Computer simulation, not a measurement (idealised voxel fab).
The following is a process module called voxel transistor to metal.
cross-section cut | 300 nm wide | cells 5 nm
Cross-section layout: square cells on a grid; listed as bands, top to bottom; a band spans one or more cell rows. A band entry consists of two parts. The first gives the height of the band's top and the height of its bottom, in nm. The rest lists the band's materials from left to right, each with its width in nm. A single material labelled with the word "full width" fills the band from edge to edge, and the word "empty" marks empty space. All heights in this document are referenced to 0, defined as the level beneath which the wafer, as received, consists entirely of one material. The lowest band is not bounded below; it extends indefinitely downward and is written in the form "0 down". Graded width ("30 to 40"): value in top row of band = first number; value in bottom row = second number; row-to-row change constant. No cell of the cross-section changed in a step that is given as "no modifications". Any empty space of 8 cells or more lacking an open way to the top shows up in "Non-vented voids" as width x height at distance, distance from the left edge, in nm. It should be noted that, on the line of a given step, the content following the step's settings is a remark produced by the simulator itself with respect to that step. A step line may carry the setting "overlay nm", which, for steps involving a mask, states the distance by which the mask lay to the right of its intended position; negative values denote displacement to the left.
BELOW IS THE LIST OF PLANNED PROCESS STEPS
1,RECEIVE with material Si
2,CONFORMAL_DEP with material SiO2, thk nm 5
3,CONFORMAL_DEP with material SiN, thk nm 15
4,PATTERN with tone cover, mask id ACTIVE, material resist, width nm 115, pitch nm 145, thk nm 20, overlay nm 0
5,DIRECTIONAL_ETCH with etch materials SiN, depth nm 15
6,DIRECTIONAL_ETCH with etch materials SiO2, depth nm 5
7,DIRECTIONAL_ETCH with etch materials Si, depth nm 25
8,STRIP with etch materials resist
9,OXIDIZE with depth nm 5
10,FILL_DEP with material SiO2, thk nm 10
11,CMP with height nm 20
12,SELECTIVE_ETCH with etch materials SiO2, depth nm 5
13,STRIP with etch materials SiN
14,SELECTIVE_ETCH with etch materials SiO2, depth nm 5
15,OXIDIZE with depth nm 5
16,DIRECTIONAL_DEP with material polySi, thk nm 25
17,DIRECTIONAL_DEP with material SiCN, thk nm 10
18,MASKED_ETCH with tone cover, mask id GATE, width nm 25, pitch nm 145, etch materials SiCN, depth nm 20, overlay nm 0
19,MASKED_ETCH with tone cover, mask id GATE, width nm 25, pitch nm 145, etch materials polySi, depth nm 35, overlay nm 0
20,CONFORMAL_DEP with material SiN, thk nm 10
21,DIRECTIONAL_ETCH with etch materials SiN, depth nm 10
22,DIRECTIONAL_ETCH with etch materials SiO2, depth nm 5
23,DIRECTIONAL_ETCH with etch materials Si, depth nm 15
24,EPI with material nSi, thk nm 20
25,FILL_DEP with material SiO2, thk nm 10
26,CMP with height nm 35
27,DIRECTIONAL_DEP with material SiO2, thk nm 10
28,MASKED_ETCH with tone open, mask id CONTACT, width nm 30, etch materials SiO2, depth nm 45, overlay nm 0
29,CONFORMAL_DEP with material TiN, thk nm 5
30,FILL_DEP with material Ru, thk nm 5
31,CMP with height nm 45
32,DIRECTIONAL_DEP with material TiN, thk nm 5
33,DIRECTIONAL_DEP with material W, thk nm 15
34,PATTERN with tone cover, mask id METAL_1, material resist, width nm 20, thk nm 15, overlay nm 0
35,DIRECTIONAL_ETCH with etch materials W, depth nm 15
36,DIRECTIONAL_ETCH with etch materials TiN, depth nm 5
37,STRIP with etch materials resist
38,FILL_DEP with material lowk, thk nm 10
39,CMP with height nm 65
40,CONFORMAL_DEP with material SiCN, thk nm 5
41,DIRECTIONAL_DEP with material SiO2, thk nm 30
42,PATTERN with tone open, mask id METAL_2_HOLES, material resist, width nm 15, pitch nm 145, thk nm 20, overlay nm 0
43,DIRECTIONAL_ETCH with etch materials SiO2, depth nm 30
44,STRIP with etch materials resist
45,PATTERN with tone open, mask id METAL_2, material resist, width nm 20, pitch nm 145, thk nm 20, overlay nm 0
46,DIRECTIONAL_ETCH with etch materials SiO2, depth nm 15
47,DIRECTIONAL_ETCH with etch materials SiCN, depth nm 5
48,STRIP with etch materials resist
49,CONFORMAL_DEP with material TiN, thk nm 5
50,FILL_DEP with material Cu, thk nm 5
51,CMP with height nm 100
52,CONFORMAL_DEP with material SiCN, thk nm 5
RECEIVED-STATE CROSS-SECTION, REFLECTING COMPLETION OF STEP 1
  0 down: Si full width
  Non-vented voids: none
CROSS-SECTION TAKEN AT MODULE COMPLETION ON THE FIRST OF TWO WAFERS; PROCESSED PER THE PLAN
  105 to 100: SiCN full width
  100 to 90: 30 SiO2 | 5 TiN | 10 Cu | 5 TiN | 125 SiO2 | 5 TiN | 10 Cu | 5 TiN | 105 SiO2
  90 to 85: 30 SiO2 | 5 TiN | 5 Cu | 10 TiN | 125 SiO2 | 5 TiN | 5 Cu | 10 TiN | 105 SiO2
  85 to 70: 30 SiO2 | 5 TiN | 5 Cu | 5 TiN | 130 SiO2 | 5 TiN | 5 Cu | 5 TiN | 110 SiO2
  70 to 65: 30 SiCN | 15 TiN | 130 SiCN | 15 TiN | 110 SiCN
  65 to 50: 30 lowk | 20 W | 55 lowk | 20 W | 50 lowk | 20 W | 55 lowk | 20 W | 30 lowk
  50 to 45: 30 lowk | 20 TiN | 55 lowk | 20 TiN | 50 lowk | 20 TiN | 55 lowk | 20 TiN | 30 lowk
  45 to 35: 30 SiO2 | 5 TiN | 20 to 15 Ru | 5 to 10 TiN | 35 SiO2 | 5 to 10 TiN | 20 to 15 Ru | 5 TiN | 50 SiO2 | 5 TiN | 20 to 15 Ru | 5 to 10 TiN | 35 SiO2 | 5 to 10 TiN | 20 to 15 Ru | 5 TiN | 30 SiO2
  35 to 25: 30 SiO2 | 5 TiN | 15 Ru | 5 TiN | 10 SiN | 25 SiCN | 10 SiN | 5 TiN | 15 Ru | 5 TiN | 50 SiO2 | 5 TiN | 15 Ru | 5 TiN | 10 SiN | 25 SiCN | 10 SiN | 5 TiN | 15 Ru | 5 TiN | 30 SiO2
  25 to 20: 30 SiO2 | 5 TiN | 15 Ru | 5 TiN | 10 SiN | 25 polySi | 10 SiN | 5 TiN | 15 Ru | 5 TiN | 50 SiO2 | 5 TiN | 15 Ru | 5 TiN | 10 SiN | 25 polySi | 10 SiN | 5 TiN | 15 Ru | 5 TiN | 30 SiO2
  20 to 15: 30 SiO2 | 25 TiN | 10 SiN | 25 polySi | 10 SiN | 25 TiN | 50 SiO2 | 25 TiN | 10 SiN | 25 polySi | 10 SiN | 25 TiN | 30 SiO2
  15 to 10: 30 SiO2 | 5 TiN | 20 nSi | 10 SiN | 25 polySi | 10 SiN | 20 nSi | 5 TiN | 50 SiO2 | 5 TiN | 20 nSi | 10 SiN | 25 polySi | 10 SiN | 20 nSi | 5 TiN | 30 SiO2
  10 to 0: 15 SiO2 | 10 SiN | 5 SiO2 | 5 TiN | 20 nSi | 10 SiN | 25 polySi | 10 SiN | 20 nSi | 5 TiN | 5 SiO2 | 10 SiN | 20 SiO2 | 10 SiN | 5 SiO2 | 5 TiN | 20 nSi | 10 SiN | 25 polySi | 10 SiN | 20 nSi | 5 TiN | 5 SiO2 | 10 SiN | 15 SiO2
  0 to -5: 25 SiO2 | 30 nSi | 45 SiO2 | 30 nSi | 40 SiO2 | 30 nSi | 45 SiO2 | 30 nSi | 25 SiO2
  -5 to -20: 25 SiO2 | 30 nSi | 45 Si | 30 nSi | 40 SiO2 | 30 nSi | 45 Si | 30 nSi | 25 SiO2
  -20 to -30: 25 SiO2 | 105 Si | 40 SiO2 | 105 Si | 25 SiO2
  -30 down: Si full width
  Non-vented voids: none
HERE'S THE SECOND OF OUR TWO WAFERS SECTIONED AT MODULE END. SAME START AS THE FIRST, SAME PLAN, BUT ONE MISTAKE GOT MADE RUNNING IT
  105 to 100: SiCN full width
  100 to 90: 30 SiO2 | 5 TiN | 10 Cu | 5 TiN | 125 SiO2 | 5 TiN | 10 Cu | 5 TiN | 105 SiO2
  90 to 85: 30 SiO2 | 5 TiN | 5 Cu | 10 TiN | 125 SiO2 | 5 TiN | 5 Cu | 10 TiN | 105 SiO2
  85 to 70: 30 SiO2 | 5 TiN | 5 Cu | 5 TiN | 130 SiO2 | 5 TiN | 5 Cu | 5 TiN | 110 SiO2
  70 to 65: 30 SiCN | 15 TiN | 130 SiCN | 15 TiN | 110 SiCN
  65 to 50: 30 lowk | 20 W | 55 lowk | 20 W | 50 lowk | 20 W | 55 lowk | 20 W | 30 lowk
  50 to 45: 30 lowk | 20 TiN | 55 lowk | 20 TiN | 50 lowk | 20 TiN | 55 lowk | 20 TiN | 30 lowk
  45 to 35: 30 SiO2 | 5 TiN | 20 Ru | 5 TiN | 35 SiO2 | 5 to 15 TiN | 20 to 10 Ru | 5 TiN | 50 SiO2 | 5 TiN | 20 Ru | 5 TiN | 35 SiO2 | 5 to 15 TiN | 20 to 10 Ru | 5 TiN | 30 SiO2
  35 to 25: 30 SiO2 | 5 TiN | 20 to 15 Ru | 5 to 10 TiN | 10 SiN | 25 SiCN | 10 SiN | 5 TiN | 10 Ru | 5 TiN | 50 SiO2 | 5 TiN | 20 to 15 Ru | 5 to 10 TiN | 10 SiN | 25 SiCN | 10 SiN | 5 TiN | 10 Ru | 5 TiN | 30 SiO2
  25 to 20: 30 SiO2 | 5 TiN | 15 Ru | 5 TiN | 10 SiN | 30 polySi | 10 SiN | 5 TiN | 10 Ru | 5 TiN | 50 SiO2 | 5 TiN | 15 Ru | 5 TiN | 10 SiN | 30 polySi | 10 SiN | 5 TiN | 10 Ru | 5 TiN | 30 SiO2
  20 to 15: 30 SiO2 | 25 TiN | 10 SiN | 30 polySi | 10 SiN | 20 TiN | 50 SiO2 | 25 TiN | 10 SiN | 30 polySi | 10 SiN | 20 TiN | 30 SiO2
  15 to 10: 30 SiO2 | 5 TiN | 20 nSi | 10 SiN | 30 polySi | 10 SiN | 20 nSi | 50 SiO2 | 5 TiN | 20 nSi | 10 SiN | 30 polySi | 10 SiN | 20 nSi | 30 SiO2
  10 to 0: 15 SiO2 | 10 SiN | 5 SiO2 | 5 TiN | 20 nSi | 10 SiN | 30 polySi | 10 SiN | 20 nSi | 5 SiO2 | 10 SiN | 20 SiO2 | 10 SiN | 5 SiO2 | 5 TiN | 20 nSi | 10 SiN | 30 polySi | 10 SiN | 20 nSi | 5 SiO2 | 10 SiN | 15 SiO2
  0 to -5: 25 SiO2 | 30 nSi | 50 SiO2 | 25 nSi | 40 SiO2 | 30 nSi | 50 SiO2 | 25 nSi | 25 SiO2
  -5 to -20: 25 SiO2 | 30 nSi | 50 Si | 25 nSi | 40 SiO2 | 30 nSi | 50 Si | 25 nSi | 25 SiO2
  -20 to -30: 25 SiO2 | 105 Si | 40 SiO2 | 105 Si | 25 SiO2
  -30 down: Si full width
  Non-vented voids: none
Plan not followed: the process deviated at step 18: the operation and settings actually run there were MASKED_ETCH with tone cover, mask id GATE, width nm 25, pitch nm 145, etch materials SiCN, depth nm 20, overlay nm 5
The final cell counts differ between the wafers, with the second having more or fewer of some materials than the first: -4 Ru | +6 Si | +2 SiO2 | -6 TiN | -8 nSi | +10 polySi
